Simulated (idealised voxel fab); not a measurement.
This section sets out a process module, namely voxel spacer lines.
Displayed cross-section: cut, width of 260 nm, square cells sized 5 nm.
Cross-section format: a grid of square cells, given as bands from top to bottom; each band is one or more rows of cells. Each band's line starts with the height of the band's top and of its bottom, in nm. Then come its materials from left to right, each with its width in nm. One material with "full width" fills the band from edge to edge. "air" is empty space. It should be noted that heights are counted from 0, beneath which the wafer as supplied is of one material throughout, and that the lowest band possesses no lower boundary but continues downward, as written in "from 0 down". It should be noted that a width expressed as "30->40" varies in equal increments from row to row of cells within the band, taking the value of the first number at the top row and that of the second number at the bottom row. The cross-section has no changed cell in any step marked "same as before". "Closed void register" contains a list of empty spaces, each no smaller than 8 cells and without an open way to the top, written in the form width x height at distance with the distance from the left edge and all three in nm. That trailing text on a step's line, after the settings, is the simulator's own remark on the step. A step's line can hold "overlay nm"; with a mask on that step, the setting says how far right of the planned place the mask lay, while a negative setting says it lay to the left.

-- Process steps foreseen in the plan
| 1 | RECEIVE: material Si |
| 2 | CONFORMAL_DEP: material Al2O3, thk nm 10 |
| 3 | DIRECTIONAL_DEP: material polySi, thk nm 10 |
| 4 | DIRECTIONAL_DEP: material aC, thk nm 25 |
| 5 | PATTERN: tone cover, mask id MANDREL, material resist, width nm 25, pitch nm 80, thk nm 35, overlay nm 0 |
| 6 | DIRECTIONAL_ETCH: etch materials aC, depth nm 25 |
| 7 | STRIP: etch materials resist |
| 8 | CONFORMAL_DEP: material SiN, thk nm 15 |
| 9 | DIRECTIONAL_ETCH: etch materials SiN, depth nm 15 |
| 10 | STRIP: etch materials aC |
| 11 | DIRECTIONAL_ETCH: etch materials polySi, depth nm 10 |
| 12 | STRIP: etch materials SiN |

-- First of two wafers, with the run carried out as planned

-- As-received state of the wafer in cross-section, equivalent to post-step 1
> from 0 down  Si full width
> Closed void register: none

-- So this is the wafer cross-section right after step 2
> from 10 to 0  Al2O3 full width
> Under 0: no change, same as before.

-- So this is the wafer cross-section right after step 3
> from 20 to 10  polySi full width
> Under 10: no change, same as before.

-- So this is the wafer cross-section right after step 4
> from 45 to 20  aC full width
> Under 20: no change, same as before.

-- So this is the wafer cross-section right after step 5
> from 80 to 45  75 of air / 25 of resist / 55 of air / 25 of resist / 80 of air
> Under 45: no change, same as before.

-- So this is the wafer cross-section right after step 6
> from 55 to 45  75 of air / 25 of resist / 55 of air / 25 of resist / 80 of air
> from 45 to 20  75 of air / 25 of aC / 55 of air / 25 of aC / 80 of air
> Under 20: no change, same as before.

-- So this is the wafer cross-section right after step 7
> from 45 to 20  75 of air / 25 of aC / 55 of air / 25 of aC / 80 of air
> Under 20: no change, same as before.

-- So this is the wafer cross-section right after step 8
> from 60 to 45  60 of air / 55 of SiN / 25 of air / 55 of SiN / 65 of air
> from 45 to 35  60 of air / 15 of SiN / 25 of aC / 15 of SiN / 25 of air / 15 of SiN / 25 of aC / 15 of SiN / 65 of air
> from 35 to 20  75 of SiN / 25 of aC / 55 of SiN / 25 of aC / 80 of SiN
> Under 20: no change, same as before.

-- So this is the wafer cross-section right after step 9
> from 45 to 20  60 of air / 15 of SiN / 25 of aC / 15 of SiN / 25 of air / 15 of SiN / 25 of aC / 15 of SiN / 65 of air
> Under 20: no change, same as before.

-- So this is the wafer cross-section right after step 10
> from 45 to 20  60 of air / 15 of SiN / 25 of air / 15 of SiN / 25 of air / 15 of SiN / 25 of air / 15 of SiN / 65 of air
> Under 20: no change, same as before.

-- So this is the wafer cross-section right after step 11
> from 45 to 20  60 of air / 15 of SiN / 25 of air / 15 of SiN / 25 of air / 15 of SiN / 25 of air / 15 of SiN / 65 of air
> from 20 to 10  60 of air / 15 of polySi / 25 of air / 15 of polySi / 25 of air / 15 of polySi / 25 of air / 15 of polySi / 65 of air
> Under 10: no change, same as before.

-- So this is the wafer cross-section right after step 12
> from 20 to 10  60 of air / 15 of polySi / 25 of air / 15 of polySi / 25 of air / 15 of polySi / 25 of air / 15 of polySi / 65 of air
> Under 10: no change, same as before.

-- Wafer two. Same start, same plan, one slip in execution. Same as wafer one through step 1, inclusive

-- Cross-section: second wafer, time at which step 2 was scheduled to end
> from 10 to 0  polySi full width
> Under 0: no change, same as before.

-- Cross-section: second wafer, time at which step 3 was scheduled to end
> from 20 to 0  polySi full width
> Under 0: no change, same as before.

-- Cross-section: second wafer, time at which step 4 was scheduled to end
> from 45 to 20  aC full width
> Under 20: no change, same as before.

-- Cross-section: second wafer, time at which step 5 was scheduled to end
> from 80 to 45  75 of air / 25 of resist / 55 of air / 25 of resist / 80 of air
> Under 45: no change, same as before.

-- Cross-section: second wafer, time at which step 6 was scheduled to end
> from 55 to 45  75 of air / 25 of resist / 55 of air / 25 of resist / 80 of air
> from 45 to 20  75 of air / 25 of aC / 55 of air / 25 of aC / 80 of air
> Under 20: no change, same as before.

-- Cross-section: second wafer, time at which step 7 was scheduled to end
> from 45 to 20  75 of air / 25 of aC / 55 of air / 25 of aC / 80 of air
> Under 20: no change, same as before.

-- Cross-section: second wafer, time at which step 8 was scheduled to end
> from 60 to 45  60 of air / 55 of SiN / 25 of air / 55 of SiN / 65 of air
> from 45 to 35  60 of air / 15 of SiN / 25 of aC / 15 of SiN / 25 of air / 15 of SiN / 25 of aC / 15 of SiN / 65 of air
> from 35 to 20  75 of SiN / 25 of aC / 55 of SiN / 25 of aC / 80 of SiN
> Under 20: no change, same as before.

-- Cross-section: second wafer, time at which step 9 was scheduled to end
> from 45 to 20  60 of air / 15 of SiN / 25 of aC / 15 of SiN / 25 of air / 15 of SiN / 25 of aC / 15 of SiN / 65 of air
> Under 20: no change, same as before.

-- Cross-section: second wafer, time at which step 10 was scheduled to end
> from 45 to 20  60 of air / 15 of SiN / 25 of air / 15 of SiN / 25 of air / 15 of SiN / 25 of air / 15 of SiN / 65 of air
> Under 20: no change, same as before.

-- Cross-section: second wafer, time at which step 11 was scheduled to end
> from 45 to 20  60 of air / 15 of SiN / 25 of air / 15 of SiN / 25 of air / 15 of SiN / 25 of air / 15 of SiN / 65 of air
> from 20 to 10  60 of air / 15 of polySi / 25 of air / 15 of polySi / 25 of air / 15 of polySi / 25 of air / 15 of polySi / 65 of air
> Under 10: no change, same as before.

-- Cross-section: second wafer, time at which step 12 was scheduled to end
> from 20 to 10  60 of air / 15 of polySi / 25 of air / 15 of polySi / 25 of air / 15 of polySi / 25 of air / 15 of polySi / 65 of air
> Under 10: no change, same as before.
Plan not followed: step 2 deviated from plan and actually ran as CONFORMAL_DEP: material polySi, thk nm 10
At the finish, the second wafer shows more or fewer cells for some materials than the first does: Al2O3: 104 fewer; polySi: 104 more
